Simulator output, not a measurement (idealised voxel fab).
Presented below is a process module, voxel self aligned vias.
Square cell edge 5 nm, section width 260 nm, ID cut.
A cross-section in this document is a grid of square cells, and it is written down as bands, the top band listed before the ones below it; a band is made up of one or more rows of cells. Within each band entry, the heights of the top and of the bottom of the band appear first, in that order and in nm; the materials of the band then follow from left to right, each with its corresponding width in nm. The designation "edge to edge" on a single material indicates that it fills the band from edge to edge; the designation "empty" indicates empty space. We count height from 0. Below that, the starting wafer is all one material. The lowest band never ends at the bottom but goes on down; see "z 0 and below" for how that is written. Quick explanation for "30..40": the width changes in equal steps down the rows of cells, from the first number in the band's top row to the second number in its bottom row. No cell of the cross-section changed in a step that is given as "same as before". Entry "Entrapped void list". Content: empty spaces with no open connection to the top, size 8 cells or greater. Each: width x height at distance. Distance: from left edge. Unit: nm. Note: text after step settings on the step line = simulator remark on that step. When a step includes a mask, the "overlay nm" setting on its line states how far to the right of its planned place that mask lay, and negative values state how far to the left.

-- Planned process steps
1) RECEIVE: material Si
2) CONFORMAL_DEP: material SiO2, thk nm 15
3) CONFORMAL_DEP: material SiCN, thk nm 5
4) DIRECTIONAL_DEP: material SiO2, thk nm 20
5) DIRECTIONAL_DEP: material aC, thk nm 10
6) PATTERN: tone open, mask id LINES, material resist, width nm 30, pitch nm 60, thk nm 25, overlay nm 0
7) DIRECTIONAL_ETCH: etch materials aC, depth nm 10
8) STRIP: etch materials resist
9) DIRECTIONAL_ETCH: etch materials SiO2, depth nm 20
10) STRIP: etch materials aC
11) CONFORMAL_DEP: material TiN, thk nm 5
12) FILL_DEP: material Ru, thk nm 5
13) CMP: height nm 40
14) SELECTIVE_ETCH: etch materials W Ru TiN, depth nm 5
15) FILL_DEP: material SiN, thk nm 10
16) CMP: height nm 40
17) DIRECTIONAL_DEP: material SiO2, thk nm 15
18) MASKED_ETCH: tone open, mask id VIAS, width nm 40, pitch nm 120, etch materials SiO2, depth nm 15, overlay nm 0
19) MASKED_ETCH: tone open, mask id VIAS, width nm 40, pitch nm 120, etch materials SiN, depth nm 5, overlay nm 0
20) CONFORMAL_DEP: material TiN, thk nm 5
21) FILL_DEP: material Ru, thk nm 10
22) CMP: height nm 55
23) CONFORMAL_DEP: material SiN, thk nm 5

-- First wafer, two in total, run as planned

-- Incoming wafer, cross-sectional view, post step 1
  z 0 and below | Si edge to edge
  Entrapped void list: none

-- Presented here is a cross-section of the wafer after step 2 has been performed
  z 15 to 0 | SiO2 edge to edge
  For the remainder of the cross-section, below 0, there is no change.

-- Presented here is a cross-section of the wafer after step 3 has been performed
  z 20 to 15 | SiCN edge to edge
  For the remainder of the cross-section, below 15, there is no change.

-- Presented here is a cross-section of the wafer after step 4 has been performed
  z 40 to 20 | SiO2 edge to edge
  For the remainder of the cross-section, below 20, there is no change.

-- Presented here is a cross-section of the wafer after step 5 has been performed
  z 50 to 40 | aC edge to edge
  For the remainder of the cross-section, below 40, there is no change.

-- Presented here is a cross-section of the wafer after step 6 has been performed
  z 75 to 50 | 55 nm resist | 30 nm empty | 30 nm resist | 30 nm empty | 30 nm resist | 30 nm empty | 55 nm resist
  For the remainder of the cross-section, below 50, there is no change.

-- Presented here is a cross-section of the wafer after step 7 has been performed
  z 65 to 50 | 55 nm resist | 30 nm empty | 30 nm resist | 30 nm empty | 30 nm resist | 30 nm empty | 55 nm resist
  z 50 to 40 | 55 nm aC | 30 nm empty | 30 nm aC | 30 nm empty | 30 nm aC | 30 nm empty | 55 nm aC
  For the remainder of the cross-section, below 40, there is no change.

-- Presented here is a cross-section of the wafer after step 8 has been performed
  z 50 to 40 | 55 nm aC | 30 nm empty | 30 nm aC | 30 nm empty | 30 nm aC | 30 nm empty | 55 nm aC
  For the remainder of the cross-section, below 40, there is no change.

-- Presented here is a cross-section of the wafer after step 9 has been performed
  z 50 to 40 | 55 nm aC | 30 nm empty | 30 nm aC | 30 nm empty | 30 nm aC | 30 nm empty | 55 nm aC
  z 40 to 20 | 55 nm SiO2 | 30 nm empty | 30 nm SiO2 | 30 nm empty | 30 nm SiO2 | 30 nm empty | 55 nm SiO2
  For the remainder of the cross-section, below 20, there is no change.

-- Presented here is a cross-section of the wafer after step 10 has been performed
  z 40 to 20 | 55 nm SiO2 | 30 nm empty | 30 nm SiO2 | 30 nm empty | 30 nm SiO2 | 30 nm empty | 55 nm SiO2
  For the remainder of the cross-section, below 20, there is no change.

-- Presented here is a cross-section of the wafer after step 11 has been performed
  z 45 to 40 | 60 nm TiN | 20 nm empty | 40 nm TiN | 20 nm empty | 40 nm TiN | 20 nm empty | 60 nm TiN
  z 40 to 25 | 55 nm SiO2 | 5 nm TiN | 20 nm empty | 5 nm TiN | 30 nm SiO2 | 5 nm TiN | 20 nm empty | 5 nm TiN | 30 nm SiO2 | 5 nm TiN | 20 nm empty | 5 nm TiN | 55 nm SiO2
  z 25 to 20 | 55 nm SiO2 | 30 nm TiN | 30 nm SiO2 | 30 nm TiN | 30 nm SiO2 | 30 nm TiN | 55 nm SiO2
  For the remainder of the cross-section, below 20, there is no change.

-- Presented here is a cross-section of the wafer after step 12 has been performed
  z 50 to 45 | Ru edge to edge
  z 45 to 40 | 60 nm TiN | 20 nm Ru | 40 nm TiN | 20 nm Ru | 40 nm TiN | 20 nm Ru | 60 nm TiN
  z 40 to 25 | 55 nm SiO2 | 5 nm TiN | 20 nm Ru | 5 nm TiN | 30 nm SiO2 | 5 nm TiN | 20 nm Ru | 5 nm TiN | 30 nm SiO2 | 5 nm TiN | 20 nm Ru | 5 nm TiN | 55 nm SiO2
  For the remainder of the cross-section, below 25, there is no change.

-- Presented here is a cross-section of the wafer after step 13 has been performed
  z 40 to 25 | 55 nm SiO2 | 5 nm TiN | 20 nm Ru | 5 nm TiN | 30 nm SiO2 | 5 nm TiN | 20 nm Ru | 5 nm TiN | 30 nm SiO2 | 5 nm TiN | 20 nm Ru | 5 nm TiN | 55 nm SiO2
  For the remainder of the cross-section, below 25, there is no change.

-- Presented here is a cross-section of the wafer after step 14 has been performed
  z 40 to 35 | 55 nm SiO2 | 30 nm empty | 30 nm SiO2 | 30 nm empty | 30 nm SiO2 | 30 nm empty | 55 nm SiO2
  For the remainder of the cross-section, below 35, there is no change.

-- Presented here is a cross-section of the wafer after step 15 has been performed
  z 50 to 40 | SiN edge to edge
  z 40 to 35 | 55 nm SiO2 | 30 nm SiN | 30 nm SiO2 | 30 nm SiN | 30 nm SiO2 | 30 nm SiN | 55 nm SiO2
  For the remainder of the cross-section, below 35, there is no change.

-- Presented here is a cross-section of the wafer after step 16 has been performed
  z 40 to 35 | 55 nm SiO2 | 30 nm SiN | 30 nm SiO2 | 30 nm SiN | 30 nm SiO2 | 30 nm SiN | 55 nm SiO2
  For the remainder of the cross-section, below 35, there is no change.

-- Presented here is a cross-section of the wafer after step 17 has been performed
  z 55 to 40 | SiO2 edge to edge
  For the remainder of the cross-section, below 40, there is no change.

-- Presented here is a cross-section of the wafer after step 18 has been performed
  z 55 to 40 | 50 nm SiO2 | 40 nm empty | 80 nm SiO2 | 40 nm empty | 50 nm SiO2
  For the remainder of the cross-section, below 40, there is no change.

-- Presented here is a cross-section of the wafer after step 19 has been performed
  z 55 to 40 | 50 nm SiO2 | 40 nm empty | 80 nm SiO2 | 40 nm empty | 50 nm SiO2
  z 40 to 35 | 55 nm SiO2 | 30 nm empty | 30 nm SiO2 | 30 nm SiN | 30 nm SiO2 | 30 nm empty | 55 nm SiO2
  For the remainder of the cross-section, below 35, there is no change.

-- Presented here is a cross-section of the wafer after step 20 has been performed
  z 60 to 55 | 55 nm TiN | 30 nm empty | 90 nm TiN | 30 nm empty | 55 nm TiN
  z 55 to 45 | 50 nm SiO2 | 5 nm TiN | 30 nm empty | 5 nm TiN | 80 nm SiO2 | 5 nm TiN | 30 nm empty | 5 nm TiN | 50 nm SiO2
  z 45 to 40 | 50 nm SiO2 | 10 nm TiN | 20 nm empty | 10 nm TiN | 80 nm SiO2 | 10 nm TiN | 20 nm empty | 10 nm TiN | 50 nm SiO2
  z 40 to 35 | 55 nm SiO2 | 30 nm TiN | 30 nm SiO2 | 30 nm SiN | 30 nm SiO2 | 30 nm TiN | 55 nm SiO2
  For the remainder of the cross-section, below 35, there is no change.

-- Presented here is a cross-section of the wafer after step 21 has been performed
  z 70 to 60 | Ru edge to edge
  z 60 to 55 | 55 nm TiN | 30 nm Ru | 90 nm TiN | 30 nm Ru | 55 nm TiN
  z 55 to 45 | 50 nm SiO2 | 5 nm TiN | 30 nm Ru | 5 nm TiN | 80 nm SiO2 | 5 nm TiN | 30 nm Ru | 5 nm TiN | 50 nm SiO2
  z 45 to 40 | 50 nm SiO2 | 10 nm TiN | 20 nm Ru | 10 nm TiN | 80 nm SiO2 | 10 nm TiN | 20 nm Ru | 10 nm TiN | 50 nm SiO2
  For the remainder of the cross-section, below 40, there is no change.

-- Presented here is a cross-section of the wafer after step 22 has been performed
  z 55 to 45 | 50 nm SiO2 | 5 nm TiN | 30 nm Ru | 5 nm TiN | 80 nm SiO2 | 5 nm TiN | 30 nm Ru | 5 nm TiN | 50 nm SiO2
  For the remainder of the cross-section, below 45, there is no change.

-- Presented here is a cross-section of the wafer after step 23 has been performed
  z 60 to 55 | SiN edge to edge
  For the remainder of the cross-section, below 55, there is no change.

-- Second wafer - shared start and plan with the first - one error in running - same as the first up to step 1 inclusive

-- Cross-section of the second wafer when, according to plan, step 2 should have finished
  z 30 to 0 | SiO2 edge to edge
  For the remainder of the cross-section, below 0, there is no change.

-- Cross-section of the second wafer when, according to plan, step 3 should have finished
  z 35 to 30 | SiCN edge to edge
  For the remainder of the cross-section, below 30, there is no change.

-- Cross-section of the second wafer when, according to plan, step 4 should have finished
  z 55 to 35 | SiO2 edge to edge
  For the remainder of the cross-section, below 35, there is no change.

-- Cross-section of the second wafer when, according to plan, step 5 should have finished
  z 65 to 55 | aC edge to edge
  For the remainder of the cross-section, below 55, there is no change.

-- Cross-section of the second wafer when, according to plan, step 6 should have finished
  z 90 to 65 | 55 nm resist | 30 nm empty | 30 nm resist | 30 nm empty | 30 nm resist | 30 nm empty | 55 nm resist
  For the remainder of the cross-section, below 65, there is no change.

-- Cross-section of the second wafer when, according to plan, step 7 should have finished
  z 80 to 65 | 55 nm resist | 30 nm empty | 30 nm resist | 30 nm empty | 30 nm resist | 30 nm empty | 55 nm resist
  z 65 to 55 | 55 nm aC | 30 nm empty | 30 nm aC | 30 nm empty | 30 nm aC | 30 nm empty | 55 nm aC
  For the remainder of the cross-section, below 55, there is no change.

-- Cross-section of the second wafer when, according to plan, step 8 should have finished
  z 65 to 55 | 55 nm aC | 30 nm empty | 30 nm aC | 30 nm empty | 30 nm aC | 30 nm empty | 55 nm aC
  For the remainder of the cross-section, below 55, there is no change.

-- Cross-section of the second wafer when, according to plan, step 9 should have finished
  z 65 to 55 | 55 nm aC | 30 nm empty | 30 nm aC | 30 nm empty | 30 nm aC | 30 nm empty | 55 nm aC
  z 55 to 35 | 55 nm SiO2 | 30 nm empty | 30 nm SiO2 | 30 nm empty | 30 nm SiO2 | 30 nm empty | 55 nm SiO2
  For the remainder of the cross-section, below 35, there is no change.

-- Cross-section of the second wafer when, according to plan, step 10 should have finished
  z 55 to 35 | 55 nm SiO2 | 30 nm empty | 30 nm SiO2 | 30 nm empty | 30 nm SiO2 | 30 nm empty | 55 nm SiO2
  For the remainder of the cross-section, below 35, there is no change.

-- Cross-section of the second wafer when, according to plan, step 11 should have finished
  z 60 to 55 | 60 nm TiN | 20 nm empty | 40 nm TiN | 20 nm empty | 40 nm TiN | 20 nm empty | 60 nm TiN
  z 55 to 40 | 55 nm SiO2 | 5 nm TiN | 20 nm empty | 5 nm TiN | 30 nm SiO2 | 5 nm TiN | 20 nm empty | 5 nm TiN | 30 nm SiO2 | 5 nm TiN | 20 nm empty | 5 nm TiN | 55 nm SiO2
  z 40 to 35 | 55 nm SiO2 | 30 nm TiN | 30 nm SiO2 | 30 nm TiN | 30 nm SiO2 | 30 nm TiN | 55 nm SiO2
  For the remainder of the cross-section, below 35, there is no change.

-- Cross-section of the second wafer when, according to plan, step 12 should have finished
  z 65 to 60 | Ru edge to edge
  z 60 to 55 | 60 nm TiN | 20 nm Ru | 40 nm TiN | 20 nm Ru | 40 nm TiN | 20 nm Ru | 60 nm TiN
  z 55 to 40 | 55 nm SiO2 | 5 nm TiN | 20 nm Ru | 5 nm TiN | 30 nm SiO2 | 5 nm TiN | 20 nm Ru | 5 nm TiN | 30 nm SiO2 | 5 nm TiN | 20 nm Ru | 5 nm TiN | 55 nm SiO2
  For the remainder of the cross-section, below 40, there is no change.

-- Cross-section of the second wafer when, according to plan, step 13 should have finished
  z 40 to 35 | 55 nm SiO2 | 30 nm TiN | 30 nm SiO2 | 30 nm TiN | 30 nm SiO2 | 30 nm TiN | 55 nm SiO2
  For the remainder of the cross-section, below 35, there is no change.

-- Cross-section of the second wafer when, according to plan, step 14 should have finished
  z 40 to 35 | 55 nm SiO2 | 30 nm empty | 30 nm SiO2 | 30 nm empty | 30 nm SiO2 | 30 nm empty | 55 nm SiO2
  For the remainder of the cross-section, below 35, there is no change.

-- Cross-section of the second wafer when, according to plan, step 15 should have finished
  z 50 to 40 | SiN edge to edge
  z 40 to 35 | 55 nm SiO2 | 30 nm SiN | 30 nm SiO2 | 30 nm SiN | 30 nm SiO2 | 30 nm SiN | 55 nm SiO2
  For the remainder of the cross-section, below 35, there is no change.

-- Cross-section of the second wafer when, according to plan, step 16 should have finished
  z 40 to 35 | 55 nm SiO2 | 30 nm SiN | 30 nm SiO2 | 30 nm SiN | 30 nm SiO2 | 30 nm SiN | 55 nm SiO2
  For the remainder of the cross-section, below 35, there is no change.

-- Cross-section of the second wafer when, according to plan, step 17 should have finished
  z 55 to 40 | SiO2 edge to edge
  For the remainder of the cross-section, below 40, there is no change.

-- Cross-section of the second wafer when, according to plan, step 18 should have finished
  z 55 to 40 | 50 nm SiO2 | 40 nm empty | 80 nm SiO2 | 40 nm empty | 50 nm SiO2
  For the remainder of the cross-section, below 40, there is no change.

-- Cross-section of the second wafer when, according to plan, step 19 should have finished
  z 55 to 40 | 50 nm SiO2 | 40 nm empty | 80 nm SiO2 | 40 nm empty | 50 nm SiO2
  z 40 to 35 | 55 nm SiO2 | 30 nm empty | 30 nm SiO2 | 30 nm SiN | 30 nm SiO2 | 30 nm empty | 55 nm SiO2
  For the remainder of the cross-section, below 35, there is no change.

-- Cross-section of the second wafer when, according to plan, step 20 should have finished
  z 60 to 55 | 55 nm TiN | 30 nm empty | 90 nm TiN | 30 nm empty | 55 nm TiN
  z 55 to 45 | 50 nm SiO2 | 5 nm TiN | 30 nm empty | 5 nm TiN | 80 nm SiO2 | 5 nm TiN | 30 nm empty | 5 nm TiN | 50 nm SiO2
  z 45 to 40 | 50 nm SiO2 | 10 nm TiN | 20 nm empty | 10 nm TiN | 80 nm SiO2 | 10 nm TiN | 20 nm empty | 10 nm TiN | 50 nm SiO2
  z 40 to 35 | 55 nm SiO2 | 30 nm TiN | 30 nm SiO2 | 30 nm SiN | 30 nm SiO2 | 30 nm TiN | 55 nm SiO2
  For the remainder of the cross-section, below 35, there is no change.

-- Cross-section of the second wafer when, according to plan, step 21 should have finished
  z 70 to 60 | Ru edge to edge
  z 60 to 55 | 55 nm TiN | 30 nm Ru | 90 nm TiN | 30 nm Ru | 55 nm TiN
  z 55 to 45 | 50 nm SiO2 | 5 nm TiN | 30 nm Ru | 5 nm TiN | 80 nm SiO2 | 5 nm TiN | 30 nm Ru | 5 nm TiN | 50 nm SiO2
  z 45 to 40 | 50 nm SiO2 | 10 nm TiN | 20 nm Ru | 10 nm TiN | 80 nm SiO2 | 10 nm TiN | 20 nm Ru | 10 nm TiN | 50 nm SiO2
  For the remainder of the cross-section, below 40, there is no change.

-- Cross-section of the second wafer when, according to plan, step 22 should have finished
  z 55 to 45 | 50 nm SiO2 | 5 nm TiN | 30 nm Ru | 5 nm TiN | 80 nm SiO2 | 5 nm TiN | 30 nm Ru | 5 nm TiN | 50 nm SiO2
  For the remainder of the cross-section, below 45, there is no change.

-- Cross-section of the second wafer when, according to plan, step 23 should have finished
  z 60 to 55 | SiN edge to edge
  For the remainder of the cross-section, below 55, there is no change.
Nonconformance to the process plan: step 2 of the plan saw execution twice
Heads up, by the end the second wafer has more or fewer cells of some materials compared to the first: Ru: 24 fewer, SiO2: 54 more, TiN: 30 fewer
